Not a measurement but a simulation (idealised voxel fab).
The following process module bears the name voxel self aligned contacts.
Section cut is 185 nm wide and gridded with 5 nm square cells.
In this document a cross-section is written as a grid of square cells. It is given as a series of bands, listed from the top down, and a band is one or more rows of cells. For a band, the entry starts with two heights in nm, that of the top and then that of the bottom, and carries on with the band's materials in order from left to right, each alongside its width in nm; the word "all across" beside a single material means it fills the band edge to edge, and "blank" means empty space. Zero point of the height axis is 0; under it, received wafer = one material. Lowest band: continues down indefinitely, "0 and below". Note: "30->40" means the width goes from the first number (top row of the band) to the second number (bottom row) in equal steps per row of cells. "no change" means the step left every cell of the cross-section as it was. "Closed cavities" specifies each empty space that is not open to the top and that occupies no fewer than 8 cells, using the form width x height at distance, the distance measured from the left edge and all three quantities in nm. It should be noted that, on the line of a given step, the content following the step's settings is a remark produced by the simulator itself with respect to that step. overlay nm: how far to the right of its planned place the mask lay on this masked step (negative: to the left).
## The steps planned for the process are as follows
1,op RECEIVE | material Si
2,op OXIDIZE | depth nm 5
3,op DIRECTIONAL_DEP | material polySi | thk nm 25
4,op DIRECTIONAL_DEP | material SiN | thk nm 20
5,op MASKED_ETCH | tone cover | mask id GATE | width nm 35 | pitch nm 80 | etch materials SiN | depth nm 20 | overlay nm 0
6,op MASKED_ETCH | tone cover | mask id GATE | width nm 35 | pitch nm 80 | etch materials polySi | depth nm 25 | overlay nm 0
7,op CONFORMAL_DEP | material SiN | thk nm 10
8,op DIRECTIONAL_ETCH | etch materials SiN | depth nm 10
9,op FILL_DEP | material SiO2 | thk nm 20
10,op CMP | height nm 55
11,op PATTERN | tone open | mask id CONTACT | material resist | width nm 55 | thk nm 15 | overlay nm -15
12,op DIRECTIONAL_ETCH | etch materials SiO2 | depth nm 60
13,op STRIP | etch materials resist
14,op CONFORMAL_DEP | material TiN | thk nm 5
15,op FILL_DEP | material Ru | thk nm 10
16,op CMP | height nm 55
17,op CONFORMAL_DEP | material SiCN | thk nm 5
Be aware that, although all wafers share a common starting state, the overlay nm at step 11 differs among them, and the plan displays the first wafer's value.
## So this is the first of several wafers, cross-sectioned as it came to us, meaning it's at the end of step 1
- 0 and below  Si all across
- Closed cavities: none
## Wafer rows, end of module: cells per material gained (+) or lost (-) since receipt; closed voids last
overlay nm -15; +39 Ru; -37 Si; +37 SiCN; +128 SiN; +174 SiO2; +33 TiN; +70 polySi; Closed cavities: none
overlay nm -10; +39 Ru; -37 Si; +37 SiCN; +128 SiN; +174 SiO2; +33 TiN; +70 polySi; Closed cavities: none
overlay nm -5; +39 Ru; -37 Si; +37 SiCN; +128 SiN; +174 SiO2; +33 TiN; +70 polySi; Closed cavities: none
overlay nm 0; +39 Ru; -37 Si; +37 SiCN; +128 SiN; +174 SiO2; +33 TiN; +70 polySi; Closed cavities: none
overlay nm 5; +39 Ru; -37 Si; +37 SiCN; +128 SiN; +174 SiO2; +33 TiN; +70 polySi; Closed cavities: none
overlay nm 10; +39 Ru; -37 Si; +37 SiCN; +128 SiN; +174 SiO2; +33 TiN; +70 polySi; Closed cavities: none
overlay nm 15; +39 Ru; -37 Si; +37 SiCN; +128 SiN; +174 SiO2; +33 TiN; +70 polySi; Closed cavities: none
